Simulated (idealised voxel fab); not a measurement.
process module | voxel fin reveal
cross-section cut | 275 nm wide | cells 5 nm
A cross-section is a grid of square cells, given in bands from the top down. A band is one or more rows of cells.
Each band's line starts with the height of the band's top and of its bottom, in nm. Then come its materials from left to right, each with its width in nm. One material with "throughout" fills the band from edge to edge. "air" is empty space.
Height 0 is the level under which the wafer as received is all one material. The lowest band goes on downwards, as in "0 down".
A width such as "30 to 40" changes by the same amount from each row of cells to the next, from the band's top row to its bottom row.
"no change" after a step means that no cell of the cross-section changed.
closed voids: empty space of 8 cells or more with no open way to the top, each as width x height at its distance from the left edge, in nm
after a step's settings: what the simulator itself notes on the step
overlay nm, on a step with a mask: how far to the right of its planned place the mask lay; to the left if negative
plan
1 op RECEIVE | material Si
2 op CONFORMAL_DEP | material SiN | thk nm 10
3 op PATTERN | tone cover | mask id FINS | material resist | width nm 15 | pitch nm 35 | thk nm 20 | overlay nm 0
4 op DIRECTIONAL_ETCH | etch materials SiN | depth nm 10
5 op DIRECTIONAL_ETCH | etch materials Si | depth nm 40
6 op STRIP | etch materials resist
7 op OXIDIZE | depth nm 5
8 op FILL_DEP | material SiO2 | thk nm 15
9 op CMP | height nm 10
10 op SELECTIVE_ETCH | etch materials SiO2 | depth nm 25
11 op STRIP | etch materials SiN
12 op CONFORMAL_DEP | material HfO2 | thk nm 5
as received, after step 1
  0 down: Si throughout
  closed voids: none
first wafer at the end, as planned
  5 to 0: air 110 | HfO2 15 | air 20 | HfO2 15 | air 115
  0 to -10: air 110 | HfO2 5 | Si 5 | HfO2 5 | air 20 | HfO2 5 | Si 5 | HfO2 5 | air 115
  -10 to -15: HfO2 115 | Si 5 | HfO2 30 | Si 5 | HfO2 120
  -15 to -45: SiO2 115 | Si 5 | SiO2 30 | Si 5 | SiO2 120
  -45 down: Si throughout
  closed voids: none
second wafer at the end: like start, like plan, one mistake
  15 to 0: air 100 | HfO2 70 | air 105
  0 to -15: HfO2 115 | Si 5 | HfO2 30 | Si 5 | HfO2 120
  -15 to -45: SiO2 115 | Si 5 | SiO2 30 | Si 5 | SiO2 120
  -45 down: Si throughout
  closed voids: none
what went wrong: step 12 ran as: op CONFORMAL_DEP | material HfO2 | thk nm 15
at the end the second wafer has, in cells: 134 more of HfO2
